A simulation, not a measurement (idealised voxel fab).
process module | voxel ribs on slabs
cross-section cut | 250 nm wide | cells 5 nm
A cross-section is a grid of square cells, given in bands from the top down. A band is one or more rows of cells.
Each band's line starts with the height of the band's top and of its bottom, in nm. Then come its materials from left to right, each with its width in nm. One material with "throughout" fills the band from edge to edge. "air" is empty space.
Height 0 is the level under which the wafer as received is all one material. The lowest band goes on downwards, as in "0 down".
A width such as "30 to 40" changes by the same amount from each row of cells to the next, from the band's top row to its bottom row.
"no change" after a step means that no cell of the cross-section changed.
closed voids: empty space of 8 cells or more with no open way to the top, each as width x height at its distance from the left edge, in nm
after a step's settings: what the simulator itself notes on the step
overlay nm, on a step with a mask: how far to the right of its planned place the mask lay; to the left if negative
plan
1 op RECEIVE | material Si
2 op DIRECTIONAL_DEP | material SiO2 | thk nm 25
3 op DIRECTIONAL_DEP | material SiN | thk nm 25
4 op MASKED_ETCH | tone cover | mask id RIB | width nm 15 | etch materials SiN | depth nm 20 | overlay nm 0
5 op DIRECTIONAL_DEP | material aC | thk nm 10
6 op PATTERN | tone cover | mask id SLAB | material resist | width nm 55 | thk nm 25 | overlay nm 0
7 op DIRECTIONAL_ETCH | etch materials aC | depth nm 10
8 op STRIP | etch materials resist
9 op DIRECTIONAL_ETCH | etch materials SiN | depth nm 5
10 op STRIP | etch materials aC
11 op FILL_DEP | material SiO2 | thk nm 25
12 op CMP | height nm 65
13 op DIRECTIONAL_DEP | material TiN | thk nm 10
14 op MASKED_ETCH | tone cover | mask id HEATER | width nm 25 | etch materials TiN | depth nm 10 | overlay nm 0
15 op CONFORMAL_DEP | material SiN | thk nm 5
first wafer, as planned
as received, after step 1
  0 down: Si throughout
  closed voids: none
after step 2
  25 to 0: SiO2 throughout
  below 0: unchanged
after step 3
  50 to 25: SiN throughout
  below 25: unchanged
after step 4
  50 to 30: air 115 | SiN 15 | air 120
  below 30: unchanged
after step 5
  60 to 50: air 115 | aC 15 | air 120
  50 to 40: air 115 | SiN 15 | air 120
  40 to 30: aC 115 | SiN 15 | aC 120
  below 30: unchanged
after step 6
  85 to 60: air 95 | resist 55 | air 100
  60 to 50: air 95 | resist 20 | aC 15 | resist 20 | air 100
  50 to 40: air 95 | resist 20 | SiN 15 | resist 20 | air 100
  below 40: unchanged
after step 7
  75 to 60: air 95 | resist 55 | air 100
  60 to 50: air 95 | resist 20 | aC 15 | resist 20 | air 100
  50 to 40: air 95 | resist 20 | SiN 15 | resist 20 | air 100
  40 to 30: air 95 | aC 20 | SiN 15 | aC 20 | air 100
  below 30: unchanged
after step 8
  60 to 50: air 115 | aC 15 | air 120
  50 to 40: air 115 | SiN 15 | air 120
  below 40: unchanged
after step 9
  60 to 50: air 115 | aC 15 | air 120
  50 to 40: air 115 | SiN 15 | air 120
  40 to 30: air 95 | aC 20 | SiN 15 | aC 20 | air 100
  30 to 25: air 95 | SiN 55 | air 100
  below 25: unchanged
after step 10
  50 to 30: air 115 | SiN 15 | air 120
  below 30: unchanged
after step 11
  75 to 50: SiO2 throughout
  50 to 30: SiO2 115 | SiN 15 | SiO2 120
  30 to 25: SiO2 95 | SiN 55 | SiO2 100
  below 25: unchanged
after step 12
  65 to 50: SiO2 throughout
  below 50: unchanged
after step 13
  75 to 65: TiN throughout
  below 65: unchanged
after step 14
  75 to 65: air 110 | TiN 25 | air 115
  below 65: unchanged
after step 15
  80 to 75: air 105 | SiN 35 | air 110
  75 to 70: air 105 | SiN 5 | TiN 25 | SiN 5 | air 110
  70 to 65: SiN 110 | TiN 25 | SiN 115
  below 65: unchanged
second wafer: like start, like plan, one mistake. Through step 13 it matches the first wafer
when step 14 should have ended
  75 to 65: air 100 | TiN 25 | air 125
  below 65: unchanged
when step 15 should have ended
  80 to 75: air 95 | SiN 35 | air 120
  75 to 70: air 95 | SiN 5 | TiN 25 | SiN 5 | air 120
  70 to 65: SiN 100 | TiN 25 | SiN 125
  below 65: unchanged
what went wrong: step 14 ran as: op MASKED_ETCH | tone cover | mask id HEATER | width nm 25 | etch materials TiN | depth nm 10 | overlay nm -10
at the end the second wafer has, in cells: as many of each material as the first, in other places
